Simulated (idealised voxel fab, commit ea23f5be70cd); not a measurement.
process module | voxel double patterning
cross-section cut | 200 nm wide | cells 5 nm
A cross-section is a grid of square cells, given in bands from the top down. A band is one or more rows of cells.
Each band's line starts with the height of the band's top and of its bottom, in nm. Then come its materials from left to right, each with its width in nm. One material with "throughout" fills the band from edge to edge. "air" is empty space.
Height 0 is the level under which the wafer as received is all one material. The lowest band goes on downwards, as in "0 down".
A width such as "30 to 40" changes by the same amount from each row of cells to the next, from the band's top row to its bottom row.
"no change" after a step means that no cell of the cross-section changed.
closed voids: empty space of 8 cells or more with no open way to the top, each as width x height at its distance from the left edge, in nm
after a step's settings: what the simulator itself notes on the step
overlay nm, on a step with a mask: how far to the right of its planned place the mask lay; to the left if negative
plan
1 op RECEIVE | material Si
2 op CONFORMAL_DEP | material SiN | thk nm 5
3 op DIRECTIONAL_DEP | material SiO2 | thk nm 20
4 op DIRECTIONAL_DEP | material SiCN | thk nm 10
5 op DIRECTIONAL_DEP | material aC | thk nm 10
6 op PATTERN | tone open | mask id FIRST | material resist | width nm 15 | pitch nm 50 | thk nm 30 | overlay nm 0
7 op DIRECTIONAL_ETCH | etch materials aC | depth nm 10
8 op STRIP | etch materials resist
9 op DIRECTIONAL_ETCH | etch materials SiCN | depth nm 10
10 op STRIP | etch materials aC
11 op MASKED_ETCH | tone open | mask id SECOND | width nm 15 | etch materials SiCN | depth nm 10 | overlay nm 0
12 op DIRECTIONAL_ETCH | etch materials SiO2 | depth nm 20
13 op STRIP | etch materials SiCN
as received, after step 1
  0 down: Si throughout
  closed voids: none
a wafer at the end: this start, this plan, one mistake
  25 to 20: SiN throughout
  20 to 0: SiO2 throughout
  0 down: Si throughout
  closed voids: none
what went wrong: steps 2 and 3 were swapped
